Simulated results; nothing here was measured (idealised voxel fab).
Process module heading - voxel self aligned vias
We display cut, a cross-section 295 nm in width whose square cells are each 5 nm.
In what follows, cross-sections appear as grids of square cells, described through bands that run from the top down, where every band is one or more rows of cells.
Top, bottom (nm), then materials left to right with widths (nm); lone material tagged "throughout" fills the whole band edge to edge; "empty" = empty space.
Basically, 0 is our baseline, since under it the wafer straight out of the box is all one material. The bottom band has no lower end and keeps on going down, so it looks like "top 0, no bottom".
A width given as "30 to 40" starts at the first number in the band's top row and ends at the second number in its bottom row, shifting by an equal amount at every step from row to row.
For the purposes of this document, the phrase "remains unaltered" attached to a step denotes that no cell within the cross-section was modified by that step.
The label "Voids, enclosed" introduces a list of the empty spaces, 8 cells or larger, that have no open way up to the top; each entry in it reads width x height at distance, where the distance is taken from the left edge and all three are stated in nm.
Step line, after settings: the simulator's comment on this step.
Each step line may optionally specify "overlay nm", which for a step with a mask gives the rightward distance between the mask's planned place and where it lay, a negative value indicating the leftward direction.
-- List of planned process steps
- 1: RECEIVE with material Si
- 2: CONFORMAL_DEP with material SiO2, thk nm 10
- 3: CONFORMAL_DEP with material SiCN, thk nm 5
- 4: DIRECTIONAL_DEP with material SiO2, thk nm 30
- 5: MASKED_ETCH with tone open, mask id LINES, width nm 25, pitch nm 65, etch materials SiO2, depth nm 30, overlay nm 0
- 6: CONFORMAL_DEP with material TiN, thk nm 5
- 7: FILL_DEP with material W, thk nm 10
- 8: CMP with height nm 45
- 9: SELECTIVE_ETCH with etch materials W Ru TiN, depth nm 10
- 10: FILL_DEP with material SiN, thk nm 5
- 11: CMP with height nm 45
- 12: DIRECTIONAL_DEP with material SiO2, thk nm 15
- 13: PATTERN with tone open, mask id VIAS, material resist, width nm 35, pitch nm 130, thk nm 15, overlay nm 0
- 14: DIRECTIONAL_ETCH with etch materials SiO2, depth nm 15
- 15: DIRECTIONAL_ETCH with etch materials SiN, depth nm 10
- 16: STRIP with etch materials resist
- 17: CONFORMAL_DEP with material TiN, thk nm 5
- 18: FILL_DEP with material Ru, thk nm 10
- 19: CMP with height nm 60
- 20: CONFORMAL_DEP with material SiCN, thk nm 5
Quick note for whoever runs this: the wafers start identical, but the thk nm at step 17 isn't the same across them. The plan just shows what the first wafer had.
-- Cross-section of the first incoming wafer of several, state after step 1
    top 0, no bottom  Si throughout
    Voids, enclosed: none
-- wafer rows; end of module; cells per material since receipt: (+) gained, (-) lost; then closed voids
thk nm 5 | +32 Ru | +118 SiCN | +10 SiN | +517 SiO2 | +63 TiN | +27 W | Voids, enclosed: none
thk nm 10 | +10 Ru | +118 SiCN | +10 SiN | +517 SiO2 | +85 TiN | +27 W | Voids, enclosed: none
thk nm 15 | +118 SiCN | +10 SiN | +517 SiO2 | +95 TiN | +27 W | Voids, enclosed: none
thk nm 20 | +118 SiCN | +10 SiN | +517 SiO2 | +95 TiN | +27 W | Voids, enclosed: none
